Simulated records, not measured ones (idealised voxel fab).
Process module name: voxel self aligned vias
Pictured: cross-section cut, 180 nm wide, on a grid of 5 nm square cells.
Think of the cross-section as a grid of square cells. We describe it in bands, top to bottom, and each band covers one or more rows of those cells. Band: top height; bottom height; in nm. Then, left to right: material with width in nm, for each material. "edge to edge": a single material spanning edge to edge. "blank": empty space. Heights are reckoned from 0. Under this level, the received wafer is all of one material. The bottommost band is open-ended downward, for example "0 down". Width spec "30 to 40" -> top row of cells at first value, bottom row at second value, equal per-row change in between. Given "nothing changed" for a step, no cell of the cross-section differs between before and after that step. Heads up: "Cavities, closed" only lists the empty pockets with no open path to the top that are 8 cells or more, and it writes them as width x height at distance, distance from the left edge, in nm. On a step's line, text after the settings is the simulator commenting on that step. When a step includes a mask, the "overlay nm" setting on its line states how far to the right of its planned place that mask lay, and negative values state how far to the left.

This section lists the process steps that were planned:
1) RECEIVE (material Si)
2) CONFORMAL_DEP (material SiO2; thk nm 10)
3) CONFORMAL_DEP (material SiCN; thk nm 5)
4) DIRECTIONAL_DEP (material lowk; thk nm 25)
5) MASKED_ETCH (tone open; mask id LINES; width nm 30; pitch nm 75; etch materials lowk; depth nm 25; overlay nm 0)
6) CONFORMAL_DEP (material TiN; thk nm 5)
7) FILL_DEP (material Ru; thk nm 5)
8) CMP (height nm 40)
9) SELECTIVE_ETCH (etch materials W Ru TiN; depth nm 5)
10) FILL_DEP (material SiN; thk nm 5)
11) CMP (height nm 40)
12) DIRECTIONAL_DEP (material lowk; thk nm 20)
13) DIRECTIONAL_DEP (material aC; thk nm 15)
14) PATTERN (tone open; mask id VIAS; material resist; width nm 50; pitch nm 75; thk nm 30; overlay nm 0)
15) DIRECTIONAL_ETCH (etch materials aC; depth nm 15)
16) STRIP (etch materials resist)
17) DIRECTIONAL_ETCH (etch materials lowk; depth nm 20)
18) DIRECTIONAL_ETCH (etch materials SiN; depth nm 5)
19) STRIP (etch materials aC)
20) CONFORMAL_DEP (material TiN; thk nm 5)
21) FILL_DEP (material Ru; thk nm 5)
22) CMP (height nm 60)
23) CONFORMAL_DEP (material SiN; thk nm 5)

The first of a set of two wafers, run to plan:

As-received wafer cross-section (after step 1):
- 0 down = Si edge to edge
- Cavities, closed: none

So this is the wafer cross-section right after step 2:
- 10 to 0 = SiO2 edge to edge
- Under the height 0 nothing was changed.

So this is the wafer cross-section right after step 3:
- 15 to 10 = SiCN edge to edge
- Under the height 10 nothing was changed.

So this is the wafer cross-section right after step 4:
- 40 to 15 = lowk edge to edge
- Under the height 15 nothing was changed.

So this is the wafer cross-section right after step 5:
- 40 to 15 = 35 lowk | 30 blank | 45 lowk | 30 blank | 40 lowk
- Under the height 15 nothing was changed.

So this is the wafer cross-section right after step 6:
- 45 to 40 = 40 TiN | 20 blank | 55 TiN | 20 blank | 45 TiN
- 40 to 20 = 35 lowk | 5 TiN | 20 blank | 5 TiN | 45 lowk | 5 TiN | 20 blank | 5 TiN | 40 lowk
- 20 to 15 = 35 lowk | 30 TiN | 45 lowk | 30 TiN | 40 lowk
- Under the height 15 nothing was changed.

So this is the wafer cross-section right after step 7:
- 50 to 45 = Ru edge to edge
- 45 to 40 = 40 TiN | 20 Ru | 55 TiN | 20 Ru | 45 TiN
- 40 to 20 = 35 lowk | 5 TiN | 20 Ru | 5 TiN | 45 lowk | 5 TiN | 20 Ru | 5 TiN | 40 lowk
- Under the height 20 nothing was changed.

So this is the wafer cross-section right after step 8:
- 40 to 20 = 35 lowk | 5 TiN | 20 Ru | 5 TiN | 45 lowk | 5 TiN | 20 Ru | 5 TiN | 40 lowk
- Under the height 20 nothing was changed.

So this is the wafer cross-section right after step 9:
- 40 to 35 = 35 lowk | 30 blank | 45 lowk | 30 blank | 40 lowk
- Under the height 35 nothing was changed.

So this is the wafer cross-section right after step 10:
- 45 to 40 = SiN edge to edge
- 40 to 35 = 35 lowk | 30 SiN | 45 lowk | 30 SiN | 40 lowk
- Under the height 35 nothing was changed.

So this is the wafer cross-section right after step 11:
- 40 to 35 = 35 lowk | 30 SiN | 45 lowk | 30 SiN | 40 lowk
- Under the height 35 nothing was changed.

So this is the wafer cross-section right after step 12:
- 60 to 40 = lowk edge to edge
- Under the height 40 nothing was changed.

So this is the wafer cross-section right after step 13:
- 75 to 60 = aC edge to edge
- Under the height 60 nothing was changed.

So this is the wafer cross-section right after step 14:
- 105 to 75 = 25 resist | 50 blank | 25 resist | 50 blank | 30 resist
- Under the height 75 nothing was changed.

So this is the wafer cross-section right after step 15:
- 90 to 75 = 25 resist | 50 blank | 25 resist | 50 blank | 30 resist
- 75 to 60 = 25 aC | 50 blank | 25 aC | 50 blank | 30 aC
- Under the height 60 nothing was changed.

So this is the wafer cross-section right after step 16:
- 75 to 60 = 25 aC | 50 blank | 25 aC | 50 blank | 30 aC
- Under the height 60 nothing was changed.

So this is the wafer cross-section right after step 17:
- 75 to 60 = 25 aC | 50 blank | 25 aC | 50 blank | 30 aC
- 60 to 40 = 25 lowk | 50 blank | 25 lowk | 50 blank | 30 lowk
- Under the height 40 nothing was changed.

So this is the wafer cross-section right after step 18:
- 75 to 60 = 25 aC | 50 blank | 25 aC | 50 blank | 30 aC
- 60 to 40 = 25 lowk | 50 blank | 25 lowk | 50 blank | 30 lowk
- 40 to 35 = 35 lowk | 30 blank | 45 lowk | 30 blank | 40 lowk
- Under the height 35 nothing was changed.

So this is the wafer cross-section right after step 19:
- 60 to 40 = 25 lowk | 50 blank | 25 lowk | 50 blank | 30 lowk
- Under the height 40 nothing was changed.

So this is the wafer cross-section right after step 20:
- 65 to 60 = 30 TiN | 40 blank | 35 TiN | 40 blank | 35 TiN
- 60 to 45 = 25 lowk | 5 TiN | 40 blank | 5 TiN | 25 lowk | 5 TiN | 40 blank | 5 TiN | 30 lowk
- 45 to 40 = 25 lowk | 15 TiN | 20 blank | 15 TiN | 25 lowk | 15 TiN | 20 blank | 15 TiN | 30 lowk
- 40 to 35 = 35 lowk | 30 TiN | 45 lowk | 30 TiN | 40 lowk
- Under the height 35 nothing was changed.

So this is the wafer cross-section right after step 21:
- 70 to 65 = Ru edge to edge
- 65 to 60 = 30 TiN | 40 Ru | 35 TiN | 40 Ru | 35 TiN
- 60 to 45 = 25 lowk | 5 TiN | 40 Ru | 5 TiN | 25 lowk | 5 TiN | 40 Ru | 5 TiN | 30 lowk
- 45 to 40 = 25 lowk | 15 TiN | 20 Ru | 15 TiN | 25 lowk | 15 TiN | 20 Ru | 15 TiN | 30 lowk
- Under the height 40 nothing was changed.

So this is the wafer cross-section right after step 22:
- 60 to 45 = 25 lowk | 5 TiN | 40 Ru | 5 TiN | 25 lowk | 5 TiN | 40 Ru | 5 TiN | 30 lowk
- Under the height 45 nothing was changed.

So this is the wafer cross-section right after step 23:
- 65 to 60 = SiN edge to edge
- Under the height 60 nothing was changed.

What follows concerns the second wafer, which started out like the first and was meant to follow the very same plan; one mistake crept in when it was run, but everything up to and including step 16 is the same as for the first wafer:

Here is the second wafer in cross-section at the point where step 17 of the plan should have been done:
- 75 to 60 = 25 aC | 50 blank | 25 aC | 50 blank | 30 aC
- 60 to 40 = 25 lowk | 50 blank | 25 lowk | 50 blank | 30 lowk
- 40 to 35 = 25 lowk | 10 blank | 30 SiN | 10 blank | 25 lowk | 10 blank | 30 SiN | 10 blank | 30 lowk
- 35 to 30 = 25 lowk | 10 blank | 5 TiN | 20 Ru | 5 TiN | 10 blank | 25 lowk | 10 blank | 5 TiN | 20 Ru | 5 TiN | 10 blank | 30 lowk
- Under the height 30 nothing was changed.

Here is the second wafer in cross-section at the point where step 18 of the plan should have been done:
- 75 to 60 = 25 aC | 50 blank | 25 aC | 50 blank | 30 aC
- 60 to 35 = 25 lowk | 50 blank | 25 lowk | 50 blank | 30 lowk
- Under the height 35 nothing was changed.

Here is the second wafer in cross-section at the point where step 19 of the plan should have been done:
- 60 to 35 = 25 lowk | 50 blank | 25 lowk | 50 blank | 30 lowk
- Under the height 35 nothing was changed.

Here is the second wafer in cross-section at the point where step 20 of the plan should have been done:
- 65 to 60 = 30 TiN | 40 blank | 35 TiN | 40 blank | 35 TiN
- 60 to 40 = 25 lowk | 5 TiN | 40 blank | 5 TiN | 25 lowk | 5 TiN | 40 blank | 5 TiN | 30 lowk
- 40 to 35 = 25 lowk | 50 TiN | 25 lowk | 50 TiN | 30 lowk
- 35 to 30 = 25 lowk | 15 TiN | 20 Ru | 15 TiN | 25 lowk | 15 TiN | 20 Ru | 15 TiN | 30 lowk
- Under the height 30 nothing was changed.

Here is the second wafer in cross-section at the point where step 21 of the plan should have been done:
- 70 to 65 = Ru edge to edge
- 65 to 60 = 30 TiN | 40 Ru | 35 TiN | 40 Ru | 35 TiN
- 60 to 40 = 25 lowk | 5 TiN | 40 Ru | 5 TiN | 25 lowk | 5 TiN | 40 Ru | 5 TiN | 30 lowk
- Under the height 40 nothing was changed.

Here is the second wafer in cross-section at the point where step 22 of the plan should have been done:
- 60 to 40 = 25 lowk | 5 TiN | 40 Ru | 5 TiN | 25 lowk | 5 TiN | 40 Ru | 5 TiN | 30 lowk
- Under the height 40 nothing was changed.

Here is the second wafer in cross-section at the point where step 23 of the plan should have been done:
- 65 to 60 = SiN edge to edge
- Under the height 60 nothing was changed.
Finding, execution versus plan: step 17 was processed under conditions differing from the plan, specifically as DIRECTIONAL_ETCH (etch materials lowk; depth nm 30)
End check, counted in cells, second wafer has more or fewer of these materials than the first: 8 more of Ru, 8 more of TiN, 16 fewer of lowk
